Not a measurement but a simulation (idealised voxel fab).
process module | voxel wiring stack
cross-section cut | 220 nm wide | cells 5 nm
A cross-section is a grid of square cells, given in bands from the top down. A band is one or more rows of cells.
Each band's line starts with the height of the band's top and of its bottom, in nm. Then come its materials from left to right, each with its width in nm. One material with "throughout" fills the band from edge to edge. "air" is empty space.
Height 0 is the level under which the wafer as received is all one material. The lowest band goes on downwards, as in "0 down".
A width such as "30 to 40" changes by the same amount from each row of cells to the next, from the band's top row to its bottom row.
"no change" after a step means that no cell of the cross-section changed.
closed voids: empty space of 8 cells or more with no open way to the top, each as width x height at its distance from the left edge, in nm
after a step's settings: what the simulator itself notes on the step
overlay nm, on a step with a mask: how far to the right of its planned place the mask lay; to the left if negative
Each pair below shows a cross-section before one step and the cross-section after it, down to the lowest band that changed. The line under each pair gives the step between them, with its settings. The pairs can come from different runs of this module on the same starting wafer, so a pair continues from the pair above only where its "before" says so.
before
  0 down: Si throughout
  closed voids: none
after
  10 to 0: SiO2 throughout
  below 0: unchanged
  closed voids: none
the step between: op CONFORMAL_DEP | material SiO2 | thk nm 10
before: the cross-section after the pair above
after
  15 to 10: SiN throughout
  below 10: unchanged
  closed voids: none
the step between: op CONFORMAL_DEP | material SiN | thk nm 5
before: the cross-section after the pair above
after
  30 to 15: lowk throughout
  below 15: unchanged
  closed voids: none
the step between: op DIRECTIONAL_DEP | material lowk | thk nm 15
before: the cross-section after the pair above
after
  30 to 15: lowk 75 | air 20 | lowk 30 | air 20 | lowk 75
  below 15: unchanged
  closed voids: none
the step between: op MASKED_ETCH | tone open | mask id METAL_1 | width nm 20 | pitch nm 50 | etch materials lowk | depth nm 15 | overlay nm 0
before: the cross-section after the pair above
after
  30 to 15: lowk 75 | air 20 | lowk 30 | air 20 | lowk 75
  15 to 10: SiN 75 | air 20 | SiN 30 | air 20 | SiN 75
  below 10: unchanged
  closed voids: none
the step between: op MASKED_ETCH | tone open | mask id METAL_1 | width nm 20 | pitch nm 50 | etch materials SiN | depth nm 5 | overlay nm 0
before: the cross-section after the pair above
after
  35 to 30: TiN 80 | air 10 | TiN 40 | air 10 | TiN 80
  30 to 15: lowk 75 | TiN 5 | air 10 | TiN 5 | lowk 30 | TiN 5 | air 10 | TiN 5 | lowk 75
  15 to 10: SiN 75 | TiN 20 | SiN 30 | TiN 20 | SiN 75
  below 10: unchanged
  closed voids: none
the step between: op CONFORMAL_DEP | material TiN | thk nm 5
before: the cross-section after the pair above
after
  40 to 35: Cu throughout
  35 to 30: TiN 80 | Cu 10 | TiN 40 | Cu 10 | TiN 80
  30 to 15: lowk 75 | TiN 5 | Cu 10 | TiN 5 | lowk 30 | TiN 5 | Cu 10 | TiN 5 | lowk 75
  below 15: unchanged
  closed voids: none
the step between: op FILL_DEP | material Cu | thk nm 5
before: the cross-section after the pair above
after
  30 to 15: lowk 75 | TiN 5 | Cu 10 | TiN 5 | lowk 30 | TiN 5 | Cu 10 | TiN 5 | lowk 75
  below 15: unchanged
  closed voids: none
the step between: op CMP | height nm 30
before: the cross-section after the pair above
after
  35 to 30: SiCN throughout
  below 30: unchanged
  closed voids: none
the step between: op CONFORMAL_DEP | material SiCN | thk nm 5
before: the cross-section after the pair above
after
  45 to 35: SiO2 throughout
  below 35: unchanged
  closed voids: none
the step between: op DIRECTIONAL_DEP | material SiO2 | thk nm 10
before: the cross-section after the pair above
after
  45 to 35: SiO2 75 | air 15 | SiO2 35 | air 15 | SiO2 80
  below 35: unchanged
  closed voids: none
the step between: op MASKED_ETCH | tone open | mask id PLUG_1 | width nm 15 | pitch nm 50 | etch materials SiO2 | depth nm 10 | overlay nm 0
before: the cross-section after the pair above
after
  45 to 35: SiO2 75 | air 15 | SiO2 35 | air 15 | SiO2 80
  35 to 30: SiCN 75 | air 15 | SiCN 35 | air 15 | SiCN 80
  below 30: unchanged
  closed voids: none
the step between: op MASKED_ETCH | tone open | mask id PLUG_1 | width nm 15 | pitch nm 50 | etch materials SiCN | depth nm 5 | overlay nm 0
before: the cross-section after the pair above
after
  45 to 40: SiO2 75 | air 15 | SiO2 35 | air 15 | SiO2 80
  40 to 35: SiO2 75 | Ru 15 | SiO2 35 | Ru 15 | SiO2 80
  35 to 30: SiCN 75 | Ru 15 | SiCN 35 | Ru 15 | SiCN 80
  below 30: unchanged
  closed voids: none
the step between: op EPI | material Ru | thk nm 10
before: the cross-section after the pair above
after
  45 to 35: SiO2 75 | Ru 15 | SiO2 35 | Ru 15 | SiO2 80
  below 35: unchanged
  closed voids: none
the step between: op EPI | material Ru | thk nm 5
before: the cross-section after the pair above
after
  50 to 45: TiN throughout
  below 45: unchanged
  closed voids: none
the step between: op DIRECTIONAL_DEP | material TiN | thk nm 5
before: the cross-section after the pair above
after
  70 to 50: Ru throughout
  below 50: unchanged
  closed voids: none
the step between: op DIRECTIONAL_DEP | material Ru | thk nm 20
before: the cross-section after the pair above
after
  85 to 70: aC throughout
  below 70: unchanged
  closed voids: none
the step between: op DIRECTIONAL_DEP | material aC | thk nm 15
before: the cross-section after the pair above
after
  115 to 85: air 75 | resist 20 | air 30 | resist 20 | air 75
  below 85: unchanged
  closed voids: none
the step between: op PATTERN | tone cover | mask id METAL_2 | material resist | width nm 20 | pitch nm 50 | thk nm 30 | overlay nm 0
before: the cross-section after the pair above
after
  100 to 85: air 75 | resist 20 | air 30 | resist 20 | air 75
  85 to 70: air 75 | aC 20 | air 30 | aC 20 | air 75
  below 70: unchanged
  closed voids: none
the step between: op DIRECTIONAL_ETCH | etch materials aC | depth nm 15
before: the cross-section after the pair above
after
  85 to 70: air 75 | aC 20 | air 30 | aC 20 | air 75
  below 70: unchanged
  closed voids: none
the step between: op STRIP | etch materials resist
before: the cross-section after the pair above
after
  85 to 70: air 75 | aC 20 | air 30 | aC 20 | air 75
  70 to 50: air 75 | Ru 20 | air 30 | Ru 20 | air 75
  below 50: unchanged
  closed voids: none
the step between: op DIRECTIONAL_ETCH | etch materials Ru | depth nm 20
before: the cross-section after the pair above
after
  85 to 70: air 75 | aC 20 | air 30 | aC 20 | air 75
  70 to 50: air 75 | Ru 20 | air 30 | Ru 20 | air 75
  50 to 45: air 75 | TiN 20 | air 30 | TiN 20 | air 75
  below 45: unchanged
  closed voids: none
the step between: op DIRECTIONAL_ETCH | etch materials TiN | depth nm 5
before: the cross-section after the pair above
after
  70 to 50: air 75 | Ru 20 | air 30 | Ru 20 | air 75
  below 50: unchanged
  closed voids: none
the step between: op STRIP | etch materials aC
before: the cross-section after the pair above
after
  75 to 70: air 70 | SiN 30 | air 20 | SiN 30 | air 70
  70 to 50: air 70 | SiN 5 | Ru 20 | SiN 5 | air 20 | SiN 5 | Ru 20 | SiN 5 | air 70
  50 to 45: SiN 75 | TiN 20 | SiN 30 | TiN 20 | SiN 75
  below 45: unchanged
  closed voids: none
the step between: op CONFORMAL_DEP | material SiN | thk nm 5
before: the cross-section after the pair above
after
  85 to 75: lowk throughout
  75 to 70: lowk 70 | SiN 30 | lowk 20 | SiN 30 | lowk 70
  70 to 50: lowk 70 | SiN 5 | Ru 20 | SiN 5 | lowk 20 | SiN 5 | Ru 20 | SiN 5 | lowk 70
  below 50: unchanged
  closed voids: none
the step between: op FILL_DEP | material lowk | thk nm 10
before: the cross-section after the pair above
after
  70 to 50: lowk 70 | SiN 5 | Ru 20 | SiN 5 | lowk 20 | SiN 5 | Ru 20 | SiN 5 | lowk 70
  below 50: unchanged
  closed voids: none
the step between: op CMP | height nm 70
before: the cross-section after the pair above
after
  75 to 70: SiCN throughout
  below 70: unchanged
  closed voids: none
the step between: op CONFORMAL_DEP | material SiCN | thk nm 5
before: the cross-section after the pair above
after
  85 to 75: SiO2 throughout
  below 75: unchanged
  closed voids: none
the step between: op DIRECTIONAL_DEP | material SiO2 | thk nm 10
before: the cross-section after the pair above
after
  100 to 85: resist 75 | air 15 | resist 35 | air 15 | resist 80
  below 85: unchanged
  closed voids: none
the step between: op PATTERN | tone open | mask id PLUG_2 | material resist | width nm 15 | pitch nm 50 | thk nm 15 | overlay nm 0
before: the cross-section after the pair above
after
  100 to 85: resist 75 | air 15 | resist 35 | air 15 | resist 80
  85 to 75: SiO2 75 | air 15 | SiO2 35 | air 15 | SiO2 80
  below 75: unchanged
  closed voids: none
the step between: op DIRECTIONAL_ETCH | etch materials SiO2 | depth nm 10
before: the cross-section after the pair above
after
  100 to 85: resist 75 | air 15 | resist 35 | air 15 | resist 80
  85 to 75: SiO2 75 | air 15 | SiO2 35 | air 15 | SiO2 80
  75 to 70: SiCN 75 | air 15 | SiCN 35 | air 15 | SiCN 80
  below 70: unchanged
  closed voids: none
the step between: op DIRECTIONAL_ETCH | etch materials SiCN | depth nm 5
before: the cross-section after the pair above
after
  85 to 75: SiO2 75 | air 15 | SiO2 35 | air 15 | SiO2 80
  below 75: unchanged
  closed voids: none
the step between: op STRIP | etch materials resist
before: the cross-section after the pair above
after
  85 to 80: SiO2 75 | air 15 | SiO2 35 | air 15 | SiO2 80
  80 to 75: SiO2 75 | Ru 15 | SiO2 35 | Ru 15 | SiO2 80
  75 to 70: SiCN 75 | Ru 15 | SiCN 35 | Ru 15 | SiCN 80
  below 70: unchanged
  closed voids: none
the step between: op EPI | material Ru | thk nm 10
before: the cross-section after the pair above
after
  85 to 75: SiO2 75 | Ru 15 | SiO2 35 | Ru 15 | SiO2 80
  below 75: unchanged
  closed voids: none
the step between: op EPI | material Ru | thk nm 5
before: the cross-section after the pair above
after
  90 to 85: SiN throughout
  below 85: unchanged
  closed voids: none
the step between: op CONFORMAL_DEP | material SiN | thk nm 5
before: the cross-section after the pair above
after
  115 to 90: SiO2 throughout
  below 90: unchanged
  closed voids: none
the step between: op DIRECTIONAL_DEP | material SiO2 | thk nm 25
before: the cross-section after the pair above
after
  130 to 115: resist 75 | air 20 | resist 30 | air 20 | resist 75
  below 115: unchanged
  closed voids: none
the step between: op PATTERN | tone open | mask id METAL_3 | material resist | width nm 20 | pitch nm 50 | thk nm 15 | overlay nm 0
before: the cross-section after the pair above
after
  130 to 115: resist 75 | air 20 | resist 30 | air 20 | resist 75
  115 to 90: SiO2 75 | air 20 | SiO2 30 | air 20 | SiO2 75
  below 90: unchanged
  closed voids: none
the step between: op DIRECTIONAL_ETCH | etch materials SiO2 | depth nm 25
before: the cross-section after the pair above
after
  130 to 115: resist 75 | air 20 | resist 30 | air 20 | resist 75
  115 to 90: SiO2 75 | air 20 | SiO2 30 | air 20 | SiO2 75
  90 to 85: SiN 75 | air 20 | SiN 30 | air 20 | SiN 75
  below 85: unchanged
  closed voids: none
the step between: op DIRECTIONAL_ETCH | etch materials SiN | depth nm 5
before: the cross-section after the pair above
after
  115 to 90: SiO2 75 | air 20 | SiO2 30 | air 20 | SiO2 75
  below 90: unchanged
  closed voids: none
the step between: op STRIP | etch materials resist
before: the cross-section after the pair above
after
  120 to 115: TiN 80 | air 10 | TiN 40 | air 10 | TiN 80
  115 to 90: SiO2 75 | TiN 5 | air 10 | TiN 5 | SiO2 30 | TiN 5 | air 10 | TiN 5 | SiO2 75
  90 to 85: SiN 75 | TiN 20 | SiN 30 | TiN 20 | SiN 75
  below 85: unchanged
  closed voids: none
the step between: op CONFORMAL_DEP | material TiN | thk nm 5
before: the cross-section after the pair above
after
  125 to 120: Ru throughout
  120 to 115: TiN 80 | Ru 10 | TiN 40 | Ru 10 | TiN 80
  115 to 90: SiO2 75 | TiN 5 | Ru 10 | TiN 5 | SiO2 30 | TiN 5 | Ru 10 | TiN 5 | SiO2 75
  below 90: unchanged
  closed voids: none
the step between: op FILL_DEP | material Ru | thk nm 5
before: the cross-section after the pair above
after
  115 to 90: SiO2 75 | TiN 5 | Ru 10 | TiN 5 | SiO2 30 | TiN 5 | Ru 10 | TiN 5 | SiO2 75
  below 90: unchanged
  closed voids: none
the step between: op CMP | height nm 115
before: the cross-section after the pair above
after
  120 to 115: SiCN throughout
  below 115: unchanged
  closed voids: none
the step between: op CONFORMAL_DEP | material SiCN | thk nm 5
before
  85 to 75: SiO2 75 | Ru 15 | SiO2 35 | Ru 15 | SiO2 80
  75 to 70: SiCN 75 | Ru 15 | SiCN 35 | Ru 15 | SiCN 80
  70 to 50: lowk 70 | SiN 5 | Ru 20 | SiN 5 | lowk 20 | SiN 5 | Ru 20 | SiN 5 | lowk 70
  50 to 45: SiN 75 | TiN 20 | SiN 30 | TiN 20 | SiN 75
  45 to 35: SiO2 75 | Ru 15 | SiO2 35 | Ru 15 | SiO2 80
  35 to 30: SiCN 75 | Ru 15 | SiCN 35 | Ru 15 | SiCN 80
  30 to 15: lowk 75 | TiN 5 | Cu 10 | TiN 5 | lowk 30 | TiN 5 | Cu 10 | TiN 5 | lowk 75
  15 to 10: SiN 75 | TiN 20 | SiN 30 | TiN 20 | SiN 75
  10 to 0: SiO2 throughout
  0 down: Si throughout
  closed voids: none
after
  110 to 85: SiO2 throughout
  below 85: unchanged
  closed voids: none
the step between: op DIRECTIONAL_DEP | material SiO2 | thk nm 25
before: the cross-section after the pair above
after
  125 to 110: resist 75 | air 20 | resist 30 | air 20 | resist 75
  below 110: unchanged
  closed voids: none
the step between: op PATTERN | tone open | mask id METAL_3 | material resist | width nm 20 | pitch nm 50 | thk nm 15 | overlay nm 0
before: the cross-section after the pair above
after
  125 to 110: resist 75 | air 20 | resist 30 | air 20 | resist 75
  110 to 85: SiO2 75 | air 20 | SiO2 30 | air 20 | SiO2 75
  below 85: unchanged
  closed voids: none
the step between: op DIRECTIONAL_ETCH | etch materials SiO2 | depth nm 25
before: the cross-section after the pair above
after
  110 to 85: SiO2 75 | air 20 | SiO2 30 | air 20 | SiO2 75
  below 85: unchanged
  closed voids: none
the step between: op STRIP | etch materials resist
before: the cross-section after the pair above
after
  115 to 110: TiN 80 | air 10 | TiN 40 | air 10 | TiN 80
  110 to 90: SiO2 75 | TiN 5 | air 10 | TiN 5 | SiO2 30 | TiN 5 | air 10 | TiN 5 | SiO2 75
  90 to 85: SiO2 75 | TiN 20 | SiO2 30 | TiN 20 | SiO2 75
  below 85: unchanged
  closed voids: none
the step between: op CONFORMAL_DEP | material TiN | thk nm 5
before: the cross-section after the pair above
after
  120 to 115: Ru throughout
  115 to 110: TiN 80 | Ru 10 | TiN 40 | Ru 10 | TiN 80
  110 to 90: SiO2 75 | TiN 5 | Ru 10 | TiN 5 | SiO2 30 | TiN 5 | Ru 10 | TiN 5 | SiO2 75
  below 90: unchanged
  closed voids: none
the step between: op FILL_DEP | material Ru | thk nm 5
before: the cross-section after the pair above
after
  115 to 110: TiN 80 | Ru 10 | TiN 40 | Ru 10 | TiN 80
  below 110: unchanged
  closed voids: none
the step between: op CMP | height nm 115
before: the cross-section after the pair above
after
  120 to 115: SiCN throughout
  below 115: unchanged
  closed voids: none
the step between: op CONFORMAL_DEP | material SiCN | thk nm 5
before
  85 to 80: SiO2 75 | air 15 | SiO2 35 | air 15 | SiO2 80
  80 to 75: SiO2 75 | Ru 15 | SiO2 35 | Ru 15 | SiO2 80
  75 to 70: SiCN 75 | Ru 15 | SiCN 35 | Ru 15 | SiCN 80
  70 to 50: lowk 70 | SiN 5 | Ru 20 | SiN 5 | lowk 20 | SiN 5 | Ru 20 | SiN 5 | lowk 70
  50 to 45: SiN 75 | TiN 20 | SiN 30 | TiN 20 | SiN 75
  45 to 35: SiO2 75 | Ru 15 | SiO2 35 | Ru 15 | SiO2 80
  35 to 30: SiCN 75 | Ru 15 | SiCN 35 | Ru 15 | SiCN 80
  30 to 15: lowk 75 | TiN 5 | Cu 10 | TiN 5 | lowk 30 | TiN 5 | Cu 10 | TiN 5 | lowk 75
  15 to 10: SiN 75 | TiN 20 | SiN 30 | TiN 20 | SiN 75
  10 to 0: SiO2 throughout
  0 down: Si throughout
  closed voids: none
after
  90 to 85: air 70 | Ru 25 | air 25 | Ru 25 | air 75
  85 to 75: SiO2 75 | Ru 15 | SiO2 35 | Ru 15 | SiO2 80
  below 75: unchanged
  closed voids: none
the step between: op EPI | material Ru | thk nm 10
before: the cross-section after the pair above
after
  95 to 85: air 65 | Ru 35 | air 15 | Ru 35 | air 70
  below 85: unchanged
  closed voids: none
the step between: op EPI | material Ru | thk nm 5
before: the cross-section after the pair above
after
  100 to 95: air 60 | SiN 45 | air 5 | SiN 45 | air 65
  95 to 90: air 60 | SiN 5 | Ru 35 | SiN 5 | air 5 | SiN 5 | Ru 35 | SiN 5 | air 65
  90 to 85: SiN 65 | Ru 35 | SiN 15 | Ru 35 | SiN 70
  below 85: unchanged
  closed voids: none
the step between: op CONFORMAL_DEP | material SiN | thk nm 5
before: the cross-section after the pair above
after
  125 to 115: air 60 | SiO2 45 | air 5 | SiO2 45 | air 65
  115 to 100: SiO2 throughout
  100 to 95: SiO2 60 | SiN 45 | SiO2 5 | SiN 45 | SiO2 65
  95 to 90: SiO2 60 | SiN 5 | Ru 35 | SiN 5 | SiO2 5 | SiN 5 | Ru 35 | SiN 5 | SiO2 65
  below 90: unchanged
  closed voids: none
the step between: op DIRECTIONAL_DEP | material SiO2 | thk nm 25
before: the cross-section after the pair above
after
  140 to 125: resist 75 | air 20 | resist 30 | air 20 | resist 75
  125 to 115: resist 60 | SiO2 45 | resist 5 | SiO2 45 | resist 65
  below 115: unchanged
  closed voids: none
the step between: op PATTERN | tone open | mask id METAL_3 | material resist | width nm 20 | pitch nm 50 | thk nm 15 | overlay nm 0
before: the cross-section after the pair above
after
  140 to 125: resist 75 | air 20 | resist 30 | air 20 | resist 75
  125 to 115: resist 60 | SiO2 15 | air 20 | SiO2 10 | resist 5 | SiO2 15 | air 20 | SiO2 10 | resist 65
  115 to 100: SiO2 75 | air 20 | SiO2 30 | air 20 | SiO2 75
  below 100: unchanged
  closed voids: none
the step between: op DIRECTIONAL_ETCH | etch materials SiO2 | depth nm 25
before: the cross-section after the pair above
after
  140 to 125: resist 75 | air 20 | resist 30 | air 20 | resist 75
  125 to 115: resist 60 | SiO2 15 | air 20 | SiO2 10 | resist 5 | SiO2 15 | air 20 | SiO2 10 | resist 65
  115 to 100: SiO2 75 | air 20 | SiO2 30 | air 20 | SiO2 75
  100 to 95: SiO2 60 | SiN 15 | air 20 | SiN 10 | SiO2 5 | SiN 15 | air 20 | SiN 10 | SiO2 65
  below 95: unchanged
  closed voids: none
the step between: op DIRECTIONAL_ETCH | etch materials SiN | depth nm 5
before: the cross-section after the pair above
after
  125 to 115: air 60 | SiO2 15 | air 20 | SiO2 10 | air 5 | SiO2 15 | air 20 | SiO2 10 | air 65
  below 115: unchanged
  closed voids: none
the step between: op STRIP | etch materials resist
before: the cross-section after the pair above
after
  130 to 125: air 55 | TiN 25 | air 10 | TiN 40 | air 10 | TiN 20 | air 60
  125 to 120: air 55 | TiN 5 | SiO2 15 | TiN 5 | air 10 | TiN 5 | SiO2 10 | TiN 5 | SiO2 15 | TiN 5 | air 10 | TiN 5 | SiO2 10 | TiN 5 | air 60
  120 to 115: TiN 60 | SiO2 15 | TiN 5 | air 10 | TiN 5 | SiO2 10 | TiN 5 | SiO2 15 | TiN 5 | air 10 | TiN 5 | SiO2 10 | TiN 65
  115 to 100: SiO2 75 | TiN 5 | air 10 | TiN 5 | SiO2 30 | TiN 5 | air 10 | TiN 5 | SiO2 75
  100 to 95: SiO2 60 | SiN 15 | TiN 20 | SiN 10 | SiO2 5 | SiN 15 | TiN 20 | SiN 10 | SiO2 65
  below 95: unchanged
  closed voids: none
the step between: op CONFORMAL_DEP | material TiN | thk nm 5
before: the cross-section after the pair above
after
  135 to 130: Ru throughout
  130 to 125: Ru 55 | TiN 25 | Ru 10 | TiN 40 | Ru 10 | TiN 20 | Ru 60
  125 to 120: Ru 55 | TiN 5 | SiO2 15 | TiN 5 | Ru 10 | TiN 5 | SiO2 10 | TiN 5 | SiO2 15 | TiN 5 | Ru 10 | TiN 5 | SiO2 10 | TiN 5 | Ru 60
  120 to 115: TiN 60 | SiO2 15 | TiN 5 | Ru 10 | TiN 5 | SiO2 10 | TiN 5 | SiO2 15 | TiN 5 | Ru 10 | TiN 5 | SiO2 10 | TiN 65
  115 to 100: SiO2 75 | TiN 5 | Ru 10 | TiN 5 | SiO2 30 | TiN 5 | Ru 10 | TiN 5 | SiO2 75
  below 100: unchanged
  closed voids: none
the step between: op FILL_DEP | material Ru | thk nm 5
before: the cross-section after the pair above
after
  115 to 100: SiO2 75 | TiN 5 | Ru 10 | TiN 5 | SiO2 30 | TiN 5 | Ru 10 | TiN 5 | SiO2 75
  below 100: unchanged
  closed voids: none
the step between: op CMP | height nm 115
before: the cross-section after the pair above
after
  120 to 115: SiCN throughout
  below 115: unchanged
  closed voids: none
the step between: op CONFORMAL_DEP | material SiCN | thk nm 5
before
  0 down: Si throughout
  closed voids: none
after
  5 to 0: SiN throughout
  below 0: unchanged
  closed voids: none
the step between: op CONFORMAL_DEP | material SiN | thk nm 5
before: the cross-section after the pair above
after
  15 to 5: SiO2 throughout
  below 5: unchanged
  closed voids: none
the step between: op CONFORMAL_DEP | material SiO2 | thk nm 10
before: the cross-section after the pair above
after
  30 to 15: lowk throughout
  below 15: unchanged
  closed voids: none
the step between: op DIRECTIONAL_DEP | material lowk | thk nm 15
before: the cross-section after the pair above
after
  30 to 15: lowk 75 | air 20 | lowk 30 | air 20 | lowk 75
  below 15: unchanged
  closed voids: none
the step between: op MASKED_ETCH | tone open | mask id METAL_1 | width nm 20 | pitch nm 50 | etch materials lowk | depth nm 15 | overlay nm 0
before: the cross-section after the pair above
after
  35 to 30: TiN 80 | air 10 | TiN 40 | air 10 | TiN 80
  30 to 20: lowk 75 | TiN 5 | air 10 | TiN 5 | lowk 30 | TiN 5 | air 10 | TiN 5 | lowk 75
  20 to 15: lowk 75 | TiN 20 | lowk 30 | TiN 20 | lowk 75
  below 15: unchanged
  closed voids: none
the step between: op CONFORMAL_DEP | material TiN | thk nm 5
before: the cross-section after the pair above
after
  40 to 35: Cu throughout
  35 to 30: TiN 80 | Cu 10 | TiN 40 | Cu 10 | TiN 80
  30 to 20: lowk 75 | TiN 5 | Cu 10 | TiN 5 | lowk 30 | TiN 5 | Cu 10 | TiN 5 | lowk 75
  below 20: unchanged
  closed voids: none
the step between: op FILL_DEP | material Cu | thk nm 5
before: the cross-section after the pair above
after
  30 to 20: lowk 75 | TiN 5 | Cu 10 | TiN 5 | lowk 30 | TiN 5 | Cu 10 | TiN 5 | lowk 75
  below 20: unchanged
  closed voids: none
the step between: op CMP | height nm 30
before: the cross-section after the pair above
after
  35 to 30: SiCN throughout
  below 30: unchanged
  closed voids: none
the step between: op CONFORMAL_DEP | material SiCN | thk nm 5
before: the cross-section after the pair above
after
  45 to 35: SiO2 throughout
  below 35: unchanged
  closed voids: none
the step between: op DIRECTIONAL_DEP | material SiO2 | thk nm 10
before: the cross-section after the pair above
after
  45 to 35: SiO2 75 | air 15 | SiO2 35 | air 15 | SiO2 80
  below 35: unchanged
  closed voids: none
the step between: op MASKED_ETCH | tone open | mask id PLUG_1 | width nm 15 | pitch nm 50 | etch materials SiO2 | depth nm 10 | overlay nm 0
before: the cross-section after the pair above
after
  45 to 35: SiO2 75 | air 15 | SiO2 35 | air 15 | SiO2 80
  35 to 30: SiCN 75 | air 15 | SiCN 35 | air 15 | SiCN 80
  below 30: unchanged
  closed voids: none
the step between: op MASKED_ETCH | tone open | mask id PLUG_1 | width nm 15 | pitch nm 50 | etch materials SiCN | depth nm 5 | overlay nm 0
before: the cross-section after the pair above
after
  45 to 40: SiO2 75 | air 15 | SiO2 35 | air 15 | SiO2 80
  40 to 35: SiO2 75 | Ru 15 | SiO2 35 | Ru 15 | SiO2 80
  35 to 30: SiCN 75 | Ru 15 | SiCN 35 | Ru 15 | SiCN 80
  below 30: unchanged
  closed voids: none
the step between: op EPI | material Ru | thk nm 10
before: the cross-section after the pair above
after
  45 to 35: SiO2 75 | Ru 15 | SiO2 35 | Ru 15 | SiO2 80
  below 35: unchanged
  closed voids: none
the step between: op EPI | material Ru | thk nm 5
before: the cross-section after the pair above
after
  50 to 45: TiN throughout
  below 45: unchanged
  closed voids: none
the step between: op DIRECTIONAL_DEP | material TiN | thk nm 5
before: the cross-section after the pair above
after
  70 to 50: Ru throughout
  below 50: unchanged
  closed voids: none
the step between: op DIRECTIONAL_DEP | material Ru | thk nm 20
before: the cross-section after the pair above
after
  85 to 70: aC throughout
  below 70: unchanged
  closed voids: none
the step between: op DIRECTIONAL_DEP | material aC | thk nm 15
before: the cross-section after the pair above
after
  115 to 85: air 75 | resist 20 | air 30 | resist 20 | air 75
  below 85: unchanged
  closed voids: none
the step between: op PATTERN | tone cover | mask id METAL_2 | material resist | width nm 20 | pitch nm 50 | thk nm 30 | overlay nm 0
before: the cross-section after the pair above
after
  100 to 85: air 75 | resist 20 | air 30 | resist 20 | air 75
  85 to 70: air 75 | aC 20 | air 30 | aC 20 | air 75
  below 70: unchanged
  closed voids: none
the step between: op DIRECTIONAL_ETCH | etch materials aC | depth nm 15
before: the cross-section after the pair above
after
  85 to 70: air 75 | aC 20 | air 30 | aC 20 | air 75
  below 70: unchanged
  closed voids: none
the step between: op STRIP | etch materials resist
before: the cross-section after the pair above
after
  85 to 70: air 75 | aC 20 | air 30 | aC 20 | air 75
  70 to 50: air 75 | Ru 20 | air 30 | Ru 20 | air 75
  below 50: unchanged
  closed voids: none
the step between: op DIRECTIONAL_ETCH | etch materials Ru | depth nm 20
before: the cross-section after the pair above
after
  85 to 70: air 75 | aC 20 | air 30 | aC 20 | air 75
  70 to 50: air 75 | Ru 20 | air 30 | Ru 20 | air 75
  50 to 45: air 75 | TiN 20 | air 30 | TiN 20 | air 75
  below 45: unchanged
  closed voids: none
the step between: op DIRECTIONAL_ETCH | etch materials TiN | depth nm 5
before: the cross-section after the pair above
after
  70 to 50: air 75 | Ru 20 | air 30 | Ru 20 | air 75
  below 50: unchanged
  closed voids: none
the step between: op STRIP | etch materials aC
before: the cross-section after the pair above
after
  75 to 70: air 70 | SiN 30 | air 20 | SiN 30 | air 70
  70 to 50: air 70 | SiN 5 | Ru 20 | SiN 5 | air 20 | SiN 5 | Ru 20 | SiN 5 | air 70
  50 to 45: SiN 75 | TiN 20 | SiN 30 | TiN 20 | SiN 75
  below 45: unchanged
  closed voids: none
the step between: op CONFORMAL_DEP | material SiN | thk nm 5
before: the cross-section after the pair above
after
  85 to 75: lowk throughout
  75 to 70: lowk 70 | SiN 30 | lowk 20 | SiN 30 | lowk 70
  70 to 50: lowk 70 | SiN 5 | Ru 20 | SiN 5 | lowk 20 | SiN 5 | Ru 20 | SiN 5 | lowk 70
  below 50: unchanged
  closed voids: none
the step between: op FILL_DEP | material lowk | thk nm 10
before: the cross-section after the pair above
after
  70 to 50: lowk 70 | SiN 5 | Ru 20 | SiN 5 | lowk 20 | SiN 5 | Ru 20 | SiN 5 | lowk 70
  below 50: unchanged
  closed voids: none
the step between: op CMP | height nm 70
before: the cross-section after the pair above
after
  75 to 70: SiCN throughout
  below 70: unchanged
  closed voids: none
the step between: op CONFORMAL_DEP | material SiCN | thk nm 5
before: the cross-section after the pair above
after
  85 to 75: SiO2 throughout
  below 75: unchanged
  closed voids: none
the step between: op DIRECTIONAL_DEP | material SiO2 | thk nm 10
before: the cross-section after the pair above
after
  100 to 85: resist 75 | air 15 | resist 35 | air 15 | resist 80
  below 85: unchanged
  closed voids: none
the step between: op PATTERN | tone open | mask id PLUG_2 | material resist | width nm 15 | pitch nm 50 | thk nm 15 | overlay nm 0
before: the cross-section after the pair above
after
  100 to 85: resist 75 | air 15 | resist 35 | air 15 | resist 80
  85 to 75: SiO2 75 | air 15 | SiO2 35 | air 15 | SiO2 80
  below 75: unchanged
  closed voids: none
the step between: op DIRECTIONAL_ETCH | etch materials SiO2 | depth nm 10
before: the cross-section after the pair above
after
  100 to 85: resist 75 | air 15 | resist 35 | air 15 | resist 80
  85 to 75: SiO2 75 | air 15 | SiO2 35 | air 15 | SiO2 80
  75 to 70: SiCN 75 | air 15 | SiCN 35 | air 15 | SiCN 80
  below 70: unchanged
  closed voids: none
the step between: op DIRECTIONAL_ETCH | etch materials SiCN | depth nm 5
before: the cross-section after the pair above
after
  85 to 75: SiO2 75 | air 15 | SiO2 35 | air 15 | SiO2 80
  below 75: unchanged
  closed voids: none
the step between: op STRIP | etch materials resist
before: the cross-section after the pair above
after
  85 to 80: SiO2 75 | air 15 | SiO2 35 | air 15 | SiO2 80
  80 to 75: SiO2 75 | Ru 15 | SiO2 35 | Ru 15 | SiO2 80
  75 to 70: SiCN 75 | Ru 15 | SiCN 35 | Ru 15 | SiCN 80
  below 70: unchanged
  closed voids: none
the step between: op EPI | material Ru | thk nm 10
before: the cross-section after the pair above
after
  85 to 75: SiO2 75 | Ru 15 | SiO2 35 | Ru 15 | SiO2 80
  below 75: unchanged
  closed voids: none
the step between: op EPI | material Ru | thk nm 5
before: the cross-section after the pair above
after
  90 to 85: SiN throughout
  below 85: unchanged
  closed voids: none
the step between: op CONFORMAL_DEP | material SiN | thk nm 5
before: the cross-section after the pair above
after
  115 to 90: SiO2 throughout
  below 90: unchanged
  closed voids: none
the step between: op DIRECTIONAL_DEP | material SiO2 | thk nm 25
before: the cross-section after the pair above
after
  130 to 115: resist 75 | air 20 | resist 30 | air 20 | resist 75
  below 115: unchanged
  closed voids: none
the step between: op PATTERN | tone open | mask id METAL_3 | material resist | width nm 20 | pitch nm 50 | thk nm 15 | overlay nm 0
before: the cross-section after the pair above
after
  130 to 115: resist 75 | air 20 | resist 30 | air 20 | resist 75
  115 to 90: SiO2 75 | air 20 | SiO2 30 | air 20 | SiO2 75
  below 90: unchanged
  closed voids: none
the step between: op DIRECTIONAL_ETCH | etch materials SiO2 | depth nm 25
before: the cross-section after the pair above
after
  130 to 115: resist 75 | air 20 | resist 30 | air 20 | resist 75
  115 to 90: SiO2 75 | air 20 | SiO2 30 | air 20 | SiO2 75
  90 to 85: SiN 75 | air 20 | SiN 30 | air 20 | SiN 75
  below 85: unchanged
  closed voids: none
the step between: op DIRECTIONAL_ETCH | etch materials SiN | depth nm 5
before: the cross-section after the pair above
after
  115 to 90: SiO2 75 | air 20 | SiO2 30 | air 20 | SiO2 75
  below 90: unchanged
  closed voids: none
the step between: op STRIP | etch materials resist
